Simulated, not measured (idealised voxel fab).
The name of this process module is voxel ribs on slabs.
Cross-section cut: width 195 nm, square cells of 5 nm.
Cross-section layout: square cells on a grid; listed as bands, top to bottom; a band spans one or more cell rows.
The band entry comprises the height of the band's top followed by the height of its bottom, expressed in nm, and subsequently the band's materials from left to right, each stated together with its width in nm. Where a single material is marked with the word "edge to edge", that material fills the band from edge to edge. The word "empty" represents empty space.
All heights in this document are referenced to 0, defined as the level beneath which the wafer, as received, consists entirely of one material. The lowest band is not bounded below; it extends indefinitely downward and is written in the form "top 0, no bottom".
Graded width ("30 to 40"): value in top row of band = first number; value in bottom row = second number; row-to-row change constant.
For the purposes of this document, the phrase "nothing got changed" attached to a step denotes that no cell within the cross-section was modified by that step.
Listed in "Closed void register": every empty space of 8 or more cells without an open way to the top. Form: width x height at distance, the distance being from the left edge, all in nm.
It should be noted that, on the line of a given step, the content following the step's settings is a remark produced by the simulator itself with respect to that step.
Regarding "overlay nm": on a step with a mask, it is the distance the mask lay to the right of its planned place; a negative value places it to the left.
The process steps that were planned are listed below:
- 1: RECEIVE | material Si
- 2: DIRECTIONAL_DEP | material SiO2 | thk nm 25
- 3: DIRECTIONAL_DEP | material SiN | thk nm 20
- 4: PATTERN | tone cover | mask id RIB | material resist | width nm 25 | thk nm 15 | overlay nm 0
- 5: DIRECTIONAL_ETCH | etch materials SiN | depth nm 5
- 6: STRIP | etch materials resist
- 7: MASKED_ETCH | tone cover | mask id SLAB | width nm 85 | etch materials SiN | depth nm 15 | overlay nm 0
- 8: FILL_DEP | material SiO2 | thk nm 20
- 9: CMP | height nm 60
- 10: DIRECTIONAL_DEP | material W | thk nm 10
- 11: DIRECTIONAL_DEP | material aC | thk nm 10
- 12: PATTERN | tone cover | mask id HEATER | material resist | width nm 35 | thk nm 30 | overlay nm 0
- 13: DIRECTIONAL_ETCH | etch materials aC | depth nm 10
- 14: STRIP | etch materials resist
- 15: DIRECTIONAL_ETCH | etch materials W | depth nm 10
- 16: STRIP | etch materials aC
- 17: CONFORMAL_DEP | material SiO2 | thk nm 10
Wafer cross-section on receipt, i.e. after step 1:
* top 0, no bottom  Si edge to edge
* Closed void register: none
First wafer of two, sectioned at end of module; run went per plan:
* top 80, bottom 70  empty: 70  SiO2: 55  empty: 70
* top 70, bottom 60  SiO2: 80  W: 35  SiO2: 80
* top 60, bottom 45  SiO2 edge to edge
* top 45, bottom 40  SiO2: 85  SiN: 25  SiO2: 85
* top 40, bottom 25  SiO2: 55  SiN: 85  SiO2: 55
* top 25, bottom 0  SiO2 edge to edge
* top 0, no bottom  Si edge to edge
* Closed void register: none
So this is wafer number two of the two, cut at the end of the module - it started where the first did and had the same plan, we just got one thing wrong running it:
* top 80, bottom 70  empty: 70  SiO2: 55  empty: 70
* top 70, bottom 60  SiO2: 80  W: 35  SiO2: 80
* top 60, bottom 50  SiO2: 55  SiN: 85  SiO2: 55
* top 50, bottom 0  SiO2 edge to edge
* top 0, no bottom  Si edge to edge
* Closed void register: none
So what did we get wrong on this run? heads up, step 2 of the plan got done twice
The final cell counts differ between the wafers, with the second having more or fewer of some materials than the first: -22 SiN | +22 SiO2
